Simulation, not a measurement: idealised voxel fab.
Presented below is a process module, voxel self aligned vias.
The cross-section on display is named cut; it measures 265 nm wide, and its cells are 5 nm squares.
A cross-section in this document is a grid of square cells, and it is written down as bands, the top band listed before the ones below it; a band is made up of one or more rows of cells.
Quick guide to a band line: top height, bottom height (nm) up front; then every material left to right with its width in nm. Only one material and it's marked "all across"? Then it fills the band edge to edge. And "blank" just means empty space.
Heads up on the height convention: 0 is the point under which the incoming wafer is all one material, and the lowest band has no bottom, it just keeps going down, like "from 0 down".
The notation "30..40" denotes a width that varies across the rows of cells in the band, beginning at the first number in the top row, finishing at the second number in the bottom row, and changing by an identical amount from each row to the next.
No cell of the cross-section changed in a step that is given as "nothing different".
Closed void catalog: empty space of 8 cells or more with no open way to the top, each as width x height at its distance from the left edge, in nm
Post-settings text on a step line: simulator's own remark regarding the step.
What "overlay nm" on a step's line means: if the step has a mask, that mask lay this far to the right of its planned place, or, when the value is negative, to the left.

# Process steps foreseen in the plan
| 1 | RECEIVE: material Si |
| 2 | CONFORMAL_DEP: material SiO2, thk nm 10 |
| 3 | CONFORMAL_DEP: material SiCN, thk nm 5 |
| 4 | DIRECTIONAL_DEP: material lowk, thk nm 25 |
| 5 | MASKED_ETCH: tone open, mask id LINES, width nm 25, pitch nm 65, etch materials lowk, depth nm 25, overlay nm 0 |
| 6 | CONFORMAL_DEP: material TiN, thk nm 5 |
| 7 | FILL_DEP: material W, thk nm 5 |
| 8 | CMP: height nm 40 |
| 9 | SELECTIVE_ETCH: etch materials W Ru TiN, depth nm 10 |
| 10 | FILL_DEP: material SiN, thk nm 10 |
| 11 | CMP: height nm 40 |
| 12 | DIRECTIONAL_DEP: material lowk, thk nm 15 |
| 13 | DIRECTIONAL_DEP: material aC, thk nm 15 |
| 14 | PATTERN: tone open, mask id VIAS, material resist, width nm 35, pitch nm 130, thk nm 30, overlay nm 0 |
| 15 | DIRECTIONAL_ETCH: etch materials aC, depth nm 15 |
| 16 | STRIP: etch materials resist |
| 17 | DIRECTIONAL_ETCH: etch materials lowk, depth nm 15 |
| 18 | DIRECTIONAL_ETCH: etch materials SiN, depth nm 10 |
| 19 | STRIP: etch materials aC |
| 20 | CONFORMAL_DEP: material TiN, thk nm 5 |
| 21 | FILL_DEP: material Cu, thk nm 5 |
| 22 | CMP: height nm 55 |
| 23 | CONFORMAL_DEP: material SiCN, thk nm 5 |

# Delivered wafer in cross-section: state after step 1
    from 0 down = Si all across
    Closed void catalog: none

# Cross-sectional view of the first of the two wafers upon completion of the module, processed in accordance with the plan
    from 60 to 55 = SiCN all across
    from 55 to 45 = 50 lowk, 5 TiN, 25 Cu, 5 TiN, 95 lowk, 5 TiN, 25 Cu, 5 TiN, 50 lowk
    from 45 to 40 = 50 lowk, 10 TiN, 15 Cu, 10 TiN, 95 lowk, 10 TiN, 15 Cu, 10 TiN, 50 lowk
    from 40 to 35 = 55 lowk, 5 TiN, 15 Cu, 5 TiN, 40 lowk, 25 SiN, 40 lowk, 5 TiN, 15 Cu, 5 TiN, 55 lowk
    from 35 to 30 = 55 lowk, 25 TiN, 40 lowk, 25 SiN, 40 lowk, 25 TiN, 55 lowk
    from 30 to 20 = 55 lowk, 5 TiN, 15 W, 5 TiN, 40 lowk, 5 TiN, 15 W, 5 TiN, 40 lowk, 5 TiN, 15 W, 5 TiN, 55 lowk
    from 20 to 15 = 55 lowk, 25 TiN, 40 lowk, 25 TiN, 40 lowk, 25 TiN, 55 lowk
    from 15 to 10 = SiCN all across
    from 10 to 0 = SiO2 all across
    from 0 down = Si all across
    Closed void catalog: none

# Cross-sectional view: second of two wafers, end of module; start and plan identical to the first, one mistake in running
    from 60 to 55 = SiCN all across
    from 55 to 45 = 50 lowk, 5 TiN, 25 Cu, 5 TiN, 95 lowk, 5 TiN, 25 Cu, 5 TiN, 50 lowk
    from 45 to 40 = 50 lowk, 20 TiN, 10 Cu, 5 TiN, 95 lowk, 20 TiN, 10 Cu, 5 TiN, 50 lowk
    from 40 to 35 = 65 lowk, 5 TiN, 10 Cu, 5 TiN, 5 SiN, 40 lowk, 25 SiN, 40 lowk, 5 TiN, 10 Cu, 5 TiN, 5 SiN, 45 lowk
    from 35 to 30 = 65 lowk, 20 TiN, 5 SiN, 40 lowk, 25 SiN, 40 lowk, 20 TiN, 5 SiN, 45 lowk
    from 30 to 20 = 65 lowk, 5 TiN, 15 W, 5 TiN, 40 lowk, 5 TiN, 15 W, 5 TiN, 40 lowk, 5 TiN, 15 W, 5 TiN, 45 lowk
    from 20 to 15 = 65 lowk, 25 TiN, 40 lowk, 25 TiN, 40 lowk, 25 TiN, 45 lowk
    from 15 to 10 = SiCN all across
    from 10 to 0 = SiO2 all across
    from 0 down = Si all across
    Closed void catalog: none
Deviation from plan: step 5 was processed under conditions differing from the plan, specifically as MASKED_ETCH: tone open, mask id LINES, width nm 25, pitch nm 65, etch materials lowk, depth nm 25, overlay nm 10
Wrapping up, a cell-based count of both wafers puts the second over or under the first for these materials: -4 Cu | +4 SiN
